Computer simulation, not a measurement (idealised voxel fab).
process module | voxel self aligned contacts
cross-section cut | 180 nm wide | cells 5 nm
A cross-section is a grid of square cells, given in bands from the top down. A band is one or more rows of cells.
Each band's line starts with the height of the band's top and of its bottom, in nm. Then come its materials from left to right, each with its width in nm. One material with "throughout" fills the band from edge to edge. "air" is empty space.
Height 0 is the level under which the wafer as received is all one material. The lowest band goes on downwards, as in "0 down".
A width such as "30 to 40" changes by the same amount from each row of cells to the next, from the band's top row to its bottom row.
"no change" after a step means that no cell of the cross-section changed.
closed voids: empty space of 8 cells or more with no open way to the top, each as width x height at its distance from the left edge, in nm
after a step's settings: what the simulator itself notes on the step
overlay nm, on a step with a mask: how far to the right of its planned place the mask lay; to the left if negative
plan
1 op RECEIVE | material Si
2 op CONFORMAL_DEP | material SiO2 | thk nm 5
3 op DIRECTIONAL_DEP | material polySi | thk nm 30
4 op DIRECTIONAL_DEP | material SiN | thk nm 20
5 op MASKED_ETCH | tone cover | mask id GATE | width nm 30 | pitch nm 65 | etch materials SiN | depth nm 20 | overlay nm 0
6 op MASKED_ETCH | tone cover | mask id GATE | width nm 30 | pitch nm 65 | etch materials polySi | depth nm 30 | overlay nm 0
7 op CONFORMAL_DEP | material SiN | thk nm 10
8 op DIRECTIONAL_ETCH | etch materials SiN | depth nm 10
9 op FILL_DEP | material SiO2 | thk nm 15
10 op CMP | height nm 65
11 op PATTERN | tone open | mask id CONTACT | material resist | width nm 45 | thk nm 20 | overlay nm 0
12 op DIRECTIONAL_ETCH | etch materials SiO2 | depth nm 65
13 op STRIP | etch materials resist
14 op CONFORMAL_DEP | material TiN | thk nm 5
15 op FILL_DEP | material Ru | thk nm 10
16 op CMP | height nm 65
17 op CONFORMAL_DEP | material SiN | thk nm 5
first wafer, as planned
as received, after step 1
  0 down: Si throughout
  closed voids: none
after step 2
  5 to 0: SiO2 throughout
  below 0: unchanged
after step 3
  35 to 5: polySi throughout
  below 5: unchanged
after step 4
  55 to 35: SiN throughout
  below 35: unchanged
after step 5
  55 to 35: air 40 | SiN 30 | air 35 | SiN 30 | air 45
  below 35: unchanged
after step 6
  55 to 35: air 40 | SiN 30 | air 35 | SiN 30 | air 45
  35 to 5: air 40 | polySi 30 | air 35 | polySi 30 | air 45
  below 5: unchanged
after step 7
  65 to 35: air 30 | SiN 50 | air 15 | SiN 50 | air 35
  35 to 15: air 30 | SiN 10 | polySi 30 | SiN 10 | air 15 | SiN 10 | polySi 30 | SiN 10 | air 35
  15 to 5: SiN 40 | polySi 30 | SiN 35 | polySi 30 | SiN 45
  below 5: unchanged
after step 8
  55 to 35: air 30 | SiN 50 | air 15 | SiN 50 | air 35
  35 to 5: air 30 | SiN 10 | polySi 30 | SiN 10 | air 15 | SiN 10 | polySi 30 | SiN 10 | air 35
  below 5: unchanged
after step 9
  70 to 55: SiO2 throughout
  55 to 35: SiO2 30 | SiN 50 | SiO2 15 | SiN 50 | SiO2 35
  35 to 5: SiO2 30 | SiN 10 | polySi 30 | SiN 10 | SiO2 15 | SiN 10 | polySi 30 | SiN 10 | SiO2 35
  below 5: unchanged
after step 10
  65 to 55: SiO2 throughout
  below 55: unchanged
after step 11
  85 to 65: resist 65 | air 45 | resist 70
  below 65: unchanged
after step 12
  85 to 65: resist 65 | air 45 | resist 70
  65 to 55: SiO2 65 | air 45 | SiO2 70
  55 to 35: SiO2 30 | SiN 50 | air 15 | SiN 50 | SiO2 35
  35 to 5: SiO2 30 | SiN 10 | polySi 30 | SiN 10 | air 15 | SiN 10 | polySi 30 | SiN 10 | SiO2 35
  5 to 0: SiO2 80 | air 15 | SiO2 85
  below 0: unchanged
after step 13
  65 to 55: SiO2 65 | air 45 | SiO2 70
  below 55: unchanged
after step 14
  70 to 65: TiN 70 | air 35 | TiN 75
  65 to 55: SiO2 65 | TiN 5 to 20 | air 35 to 5 | TiN 5 to 20 | SiO2 70
  55 to 35: SiO2 30 | SiN 50 | TiN 5 | air 5 | TiN 5 | SiN 50 | SiO2 35
  35 to 5: SiO2 30 | SiN 10 | polySi 30 | SiN 10 | TiN 5 | air 5 | TiN 5 | SiN 10 | polySi 30 | SiN 10 | SiO2 35
  5 to 0: SiO2 80 | TiN 15 | SiO2 85
  below 0: unchanged
after step 15
  80 to 70: Ru throughout
  70 to 65: TiN 70 | Ru 35 | TiN 75
  65 to 55: SiO2 65 | TiN 5 to 20 | Ru 35 to 5 | TiN 5 to 20 | SiO2 70
  55 to 35: SiO2 30 | SiN 50 | TiN 5 | Ru 5 | TiN 5 | SiN 50 | SiO2 35
  35 to 5: SiO2 30 | SiN 10 | polySi 30 | SiN 10 | TiN 5 | Ru 5 | TiN 5 | SiN 10 | polySi 30 | SiN 10 | SiO2 35
  below 5: unchanged
after step 16
  65 to 55: SiO2 65 | TiN 5 to 20 | Ru 35 to 5 | TiN 5 to 20 | SiO2 70
  below 55: unchanged
after step 17
  70 to 65: SiN throughout
  below 65: unchanged
second wafer: like start, like plan, one mistake. Through step 6 it matches the first wafer
when step 7 should have ended
  45 to 35: air 40 | SiN 30 | air 35 | SiN 30 | air 45
  below 35: unchanged
when step 8 should have ended
  55 to 35: air 30 | SiN 50 | air 15 | SiN 50 | air 35
  35 to 15: air 30 | SiN 10 | polySi 30 | SiN 10 | air 15 | SiN 10 | polySi 30 | SiN 10 | air 35
  15 to 5: SiN 40 | polySi 30 | SiN 35 | polySi 30 | SiN 45
  below 5: unchanged
when step 9 should have ended
  70 to 55: SiO2 throughout
  55 to 35: SiO2 30 | SiN 50 | SiO2 15 | SiN 50 | SiO2 35
  35 to 15: SiO2 30 | SiN 10 | polySi 30 | SiN 10 | SiO2 15 | SiN 10 | polySi 30 | SiN 10 | SiO2 35
  below 15: unchanged
when step 10 should have ended
  65 to 55: SiO2 throughout
  below 55: unchanged
when step 11 should have ended
  85 to 65: resist 65 | air 45 | resist 70
  below 65: unchanged
when step 12 should have ended
  85 to 65: resist 65 | air 45 | resist 70
  65 to 55: SiO2 65 | air 45 | SiO2 70
  55 to 35: SiO2 30 | SiN 50 | air 15 | SiN 50 | SiO2 35
  35 to 15: SiO2 30 | SiN 10 | polySi 30 | SiN 10 | air 15 | SiN 10 | polySi 30 | SiN 10 | SiO2 35
  below 15: unchanged
when step 13 should have ended
  65 to 55: SiO2 65 | air 45 | SiO2 70
  below 55: unchanged
when step 14 should have ended
  70 to 65: TiN 70 | air 35 | TiN 75
  65 to 55: SiO2 65 | TiN 5 to 20 | air 35 to 5 | TiN 5 to 20 | SiO2 70
  55 to 35: SiO2 30 | SiN 50 | TiN 5 | air 5 | TiN 5 | SiN 50 | SiO2 35
  35 to 20: SiO2 30 | SiN 10 | polySi 30 | SiN 10 | TiN 5 | air 5 | TiN 5 | SiN 10 | polySi 30 | SiN 10 | SiO2 35
  20 to 15: SiO2 30 | SiN 10 | polySi 30 | SiN 10 | TiN 15 | SiN 10 | polySi 30 | SiN 10 | SiO2 35
  below 15: unchanged
when step 15 should have ended
  80 to 70: Ru throughout
  70 to 65: TiN 70 | Ru 35 | TiN 75
  65 to 55: SiO2 65 | TiN 5 to 20 | Ru 35 to 5 | TiN 5 to 20 | SiO2 70
  55 to 35: SiO2 30 | SiN 50 | TiN 5 | Ru 5 | TiN 5 | SiN 50 | SiO2 35
  35 to 20: SiO2 30 | SiN 10 | polySi 30 | SiN 10 | TiN 5 | Ru 5 | TiN 5 | SiN 10 | polySi 30 | SiN 10 | SiO2 35
  below 20: unchanged
when step 16 should have ended
  65 to 55: SiO2 65 | TiN 5 to 20 | Ru 35 to 5 | TiN 5 to 20 | SiO2 70
  below 55: unchanged
when step 17 should have ended
  70 to 65: SiN throughout
  below 65: unchanged
what went wrong: steps 7 and 8 were swapped
at the end the second wafer has, in cells: 3 fewer of Ru | 32 more of SiN | 23 fewer of SiO2 | 6 fewer of TiN
